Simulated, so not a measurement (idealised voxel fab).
Name of the process module below: voxel self aligned contacts
195 nm wide, 5 nm square cells: that's cross-section cut.
In this document a cross-section is written as a grid of square cells. It is given as a series of bands, listed from the top down, and a band is one or more rows of cells.
Band: top and bottom heights (nm) first, top before bottom; then materials from left to right, widths in nm. "everywhere" marks a sole material filling the band edge to edge. "empty" denotes empty space.
For the purposes of this specification, 0 denotes the height below which the wafer in its as-received condition is composed wholly of one material, and the lowermost band, lacking a lower limit, extends downward without end, as expressed in "0..down".
It should be noted that a width expressed as "30..40" varies in equal increments from row to row of cells within the band, taking the value of the first number at the top row and that of the second number at the bottom row.
"left unchanged" for a step: no cell of the cross-section changed in that step.
"Closed void table" specifies each empty space that is not open to the top and that occupies no fewer than 8 cells, using the form width x height at distance, the distance measured from the left edge and all three quantities in nm.
It should be noted that, on the line of a given step, the content following the step's settings is a remark produced by the simulator itself with respect to that step.
overlay nm, on a step with a mask: how far to the right of its planned place the mask lay; to the left if negative

Planned process steps:
1) RECEIVE | material Si
2) OXIDIZE | depth nm 5
3) DIRECTIONAL_DEP | material polySi | thk nm 20
4) DIRECTIONAL_DEP | material SiN | thk nm 25
5) MASKED_ETCH | tone cover | mask id GATE | width nm 30 | pitch nm 70 | etch materials SiN | depth nm 25 | overlay nm 0
6) MASKED_ETCH | tone cover | mask id GATE | width nm 30 | pitch nm 70 | etch materials polySi | depth nm 20 | overlay nm 0
7) CONFORMAL_DEP | material SiN | thk nm 10
8) DIRECTIONAL_ETCH | etch materials SiN | depth nm 10
9) FILL_DEP | material SiO2 | thk nm 15
10) CMP | height nm 50
11) DIRECTIONAL_DEP | material aC | thk nm 15
12) PATTERN | tone open | mask id CONTACT | material resist | width nm 50 | thk nm 35 | overlay nm 0
13) DIRECTIONAL_ETCH | etch materials aC | depth nm 15
14) STRIP | etch materials resist
15) DIRECTIONAL_ETCH | etch materials SiO2 | depth nm 55
16) STRIP | etch materials aC
17) CONFORMAL_DEP | material TiN | thk nm 5
18) FILL_DEP | material Ru | thk nm 10
19) CMP | height nm 50
20) CONFORMAL_DEP | material SiCN | thk nm 5

first wafer, as planned:

Step 1 complete: cross-section of the wafer as received:
> 0..down = Si everywhere
> Closed void table: none

After step 2, in cross-section:
> 0..-5 = SiO2 everywhere
> Heights below -5 show no change.

After step 3, in cross-section:
> 20..0 = polySi everywhere
> Heights below 0 show no change.

After step 4, in cross-section:
> 45..20 = SiN everywhere
> Heights below 20 show no change.

After step 5, in cross-section:
> 45..20 = 45 nm empty, 30 nm SiN, 40 nm empty, 30 nm SiN, 50 nm empty
> Heights below 20 show no change.

After step 6, in cross-section:
> 45..20 = 45 nm empty, 30 nm SiN, 40 nm empty, 30 nm SiN, 50 nm empty
> 20..0 = 45 nm empty, 30 nm polySi, 40 nm empty, 30 nm polySi, 50 nm empty
> Heights below 0 show no change.

After step 7, in cross-section:
> 55..20 = 35 nm empty, 50 nm SiN, 20 nm empty, 50 nm SiN, 40 nm empty
> 20..10 = 35 nm empty, 10 nm SiN, 30 nm polySi, 10 nm SiN, 20 nm empty, 10 nm SiN, 30 nm polySi, 10 nm SiN, 40 nm empty
> 10..0 = 45 nm SiN, 30 nm polySi, 40 nm SiN, 30 nm polySi, 50 nm SiN
> Heights below 0 show no change.

After step 8, in cross-section:
> 45..20 = 35 nm empty, 50 nm SiN, 20 nm empty, 50 nm SiN, 40 nm empty
> 20..0 = 35 nm empty, 10 nm SiN, 30 nm polySi, 10 nm SiN, 20 nm empty, 10 nm SiN, 30 nm polySi, 10 nm SiN, 40 nm empty
> Heights below 0 show no change.

After step 9, in cross-section:
> 60..45 = SiO2 everywhere
> 45..20 = 35 nm SiO2, 50 nm SiN, 20 nm SiO2, 50 nm SiN, 40 nm SiO2
> 20..0 = 35 nm SiO2, 10 nm SiN, 30 nm polySi, 10 nm SiN, 20 nm SiO2, 10 nm SiN, 30 nm polySi, 10 nm SiN, 40 nm SiO2
> Heights below 0 show no change.

After step 10, in cross-section:
> 50..45 = SiO2 everywhere
> Heights below 45 show no change.

After step 11, in cross-section:
> 65..50 = aC everywhere
> Heights below 50 show no change.

After step 12, in cross-section:
> 100..65 = 70 nm resist, 50 nm empty, 75 nm resist
> Heights below 65 show no change.

After step 13, in cross-section:
> 85..65 = 70 nm resist, 50 nm empty, 75 nm resist
> 65..50 = 70 nm aC, 50 nm empty, 75 nm aC
> Heights below 50 show no change.

After step 14, in cross-section:
> 65..50 = 70 nm aC, 50 nm empty, 75 nm aC
> Heights below 50 show no change.

After step 15, in cross-section:
> 65..50 = 70 nm aC, 50 nm empty, 75 nm aC
> 50..45 = 70 nm SiO2, 50 nm empty, 75 nm SiO2
> 45..20 = 35 nm SiO2, 50 nm SiN, 20 nm empty, 50 nm SiN, 40 nm SiO2
> 20..0 = 35 nm SiO2, 10 nm SiN, 30 nm polySi, 10 nm SiN, 20 nm empty, 10 nm SiN, 30 nm polySi, 10 nm SiN, 40 nm SiO2
> 0..-5 = 85 nm SiO2, 20 nm empty, 90 nm SiO2
> Heights below -5 show no change.

After step 16, in cross-section:
> 50..45 = 70 nm SiO2, 50 nm empty, 75 nm SiO2
> Heights below 45 show no change.

After step 17, in cross-section:
> 55..50 = 75 nm TiN, 40 nm empty, 80 nm TiN
> 50..45 = 70 nm SiO2, 20 nm TiN, 10 nm empty, 20 nm TiN, 75 nm SiO2
> 45..20 = 35 nm SiO2, 50 nm SiN, 5 nm TiN, 10 nm empty, 5 nm TiN, 50 nm SiN, 40 nm SiO2
> 20..0 = 35 nm SiO2, 10 nm SiN, 30 nm polySi, 10 nm SiN, 5 nm TiN, 10 nm empty, 5 nm TiN, 10 nm SiN, 30 nm polySi, 10 nm SiN, 40 nm SiO2
> 0..-5 = 85 nm SiO2, 20 nm TiN, 90 nm SiO2
> Heights below -5 show no change.

After step 18, in cross-section:
> 65..55 = Ru everywhere
> 55..50 = 75 nm TiN, 40 nm Ru, 80 nm TiN
> 50..45 = 70 nm SiO2, 20 nm TiN, 10 nm Ru, 20 nm TiN, 75 nm SiO2
> 45..20 = 35 nm SiO2, 50 nm SiN, 5 nm TiN, 10 nm Ru, 5 nm TiN, 50 nm SiN, 40 nm SiO2
> 20..0 = 35 nm SiO2, 10 nm SiN, 30 nm polySi, 10 nm SiN, 5 nm TiN, 10 nm Ru, 5 nm TiN, 10 nm SiN, 30 nm polySi, 10 nm SiN, 40 nm SiO2
> Heights below 0 show no change.

After step 19, in cross-section:
> 50..45 = 70 nm SiO2, 20 nm TiN, 10 nm Ru, 20 nm TiN, 75 nm SiO2
> Heights below 45 show no change.

After step 20, in cross-section:
> 55..50 = SiCN everywhere
> Heights below 50 show no change.

Now the other wafer: same start, same recipe, but we messed up one thing when running it. Up to and including step 6 it's the same as the first one:

Look at the second wafer in cross-section at the time step 7 ought to have finished:
> 35..20 = 45 nm empty, 30 nm SiN, 40 nm empty, 30 nm SiN, 50 nm empty
> Heights below 20 show no change.

Look at the second wafer in cross-section at the time step 8 ought to have finished:
> 45..20 = 35 nm empty, 50 nm SiN, 20 nm empty, 50 nm SiN, 40 nm empty
> 20..10 = 35 nm empty, 10 nm SiN, 30 nm polySi, 10 nm SiN, 20 nm empty, 10 nm SiN, 30 nm polySi, 10 nm SiN, 40 nm empty
> 10..0 = 45 nm SiN, 30 nm polySi, 40 nm SiN, 30 nm polySi, 50 nm SiN
> Heights below 0 show no change.

Look at the second wafer in cross-section at the time step 9 ought to have finished:
> 60..45 = SiO2 everywhere
> 45..20 = 35 nm SiO2, 50 nm SiN, 20 nm SiO2, 50 nm SiN, 40 nm SiO2
> 20..10 = 35 nm SiO2, 10 nm SiN, 30 nm polySi, 10 nm SiN, 20 nm SiO2, 10 nm SiN, 30 nm polySi, 10 nm SiN, 40 nm SiO2
> Heights below 10 show no change.

Look at the second wafer in cross-section at the time step 10 ought to have finished:
> 50..45 = SiO2 everywhere
> Heights below 45 show no change.

Look at the second wafer in cross-section at the time step 11 ought to have finished:
> 65..50 = aC everywhere
> Heights below 50 show no change.

Look at the second wafer in cross-section at the time step 12 ought to have finished:
> 100..65 = 70 nm resist, 50 nm empty, 75 nm resist
> Heights below 65 show no change.

Look at the second wafer in cross-section at the time step 13 ought to have finished:
> 85..65 = 70 nm resist, 50 nm empty, 75 nm resist
> 65..50 = 70 nm aC, 50 nm empty, 75 nm aC
> Heights below 50 show no change.

Look at the second wafer in cross-section at the time step 14 ought to have finished:
> 65..50 = 70 nm aC, 50 nm empty, 75 nm aC
> Heights below 50 show no change.

Look at the second wafer in cross-section at the time step 15 ought to have finished:
> 65..50 = 70 nm aC, 50 nm empty, 75 nm aC
> 50..45 = 70 nm SiO2, 50 nm empty, 75 nm SiO2
> 45..20 = 35 nm SiO2, 50 nm SiN, 20 nm empty, 50 nm SiN, 40 nm SiO2
> 20..10 = 35 nm SiO2, 10 nm SiN, 30 nm polySi, 10 nm SiN, 20 nm empty, 10 nm SiN, 30 nm polySi, 10 nm SiN, 40 nm SiO2
> Heights below 10 show no change.

Look at the second wafer in cross-section at the time step 16 ought to have finished:
> 50..45 = 70 nm SiO2, 50 nm empty, 75 nm SiO2
> Heights below 45 show no change.

Look at the second wafer in cross-section at the time step 17 ought to have finished:
> 55..50 = 75 nm TiN, 40 nm empty, 80 nm TiN
> 50..45 = 70 nm SiO2, 20 nm TiN, 10 nm empty, 20 nm TiN, 75 nm SiO2
> 45..20 = 35 nm SiO2, 50 nm SiN, 5 nm TiN, 10 nm empty, 5 nm TiN, 50 nm SiN, 40 nm SiO2
> 20..15 = 35 nm SiO2, 10 nm SiN, 30 nm polySi, 10 nm SiN, 5 nm TiN, 10 nm empty, 5 nm TiN, 10 nm SiN, 30 nm polySi, 10 nm SiN, 40 nm SiO2
> 15..10 = 35 nm SiO2, 10 nm SiN, 30 nm polySi, 10 nm SiN, 20 nm TiN, 10 nm SiN, 30 nm polySi, 10 nm SiN, 40 nm SiO2
> Heights below 10 show no change.

Look at the second wafer in cross-section at the time step 18 ought to have finished:
> 65..55 = Ru everywhere
> 55..50 = 75 nm TiN, 40 nm Ru, 80 nm TiN
> 50..45 = 70 nm SiO2, 20 nm TiN, 10 nm Ru, 20 nm TiN, 75 nm SiO2
> 45..20 = 35 nm SiO2, 50 nm SiN, 5 nm TiN, 10 nm Ru, 5 nm TiN, 50 nm SiN, 40 nm SiO2
> 20..15 = 35 nm SiO2, 10 nm SiN, 30 nm polySi, 10 nm SiN, 5 nm TiN, 10 nm Ru, 5 nm TiN, 10 nm SiN, 30 nm polySi, 10 nm SiN, 40 nm SiO2
> Heights below 15 show no change.

Look at the second wafer in cross-section at the time step 19 ought to have finished:
> 50..45 = 70 nm SiO2, 20 nm TiN, 10 nm Ru, 20 nm TiN, 75 nm SiO2
> Heights below 45 show no change.

Look at the second wafer in cross-section at the time step 20 ought to have finished:
> 55..50 = SiCN everywhere
> Heights below 50 show no change.
What went wrong in running the wafer? plan vs actual: 7 and 8 interchanged
End of process, cell counts, second wafer against first, materials with more or fewer: Ru -6, SiN +38, SiO2 -26, TiN -6
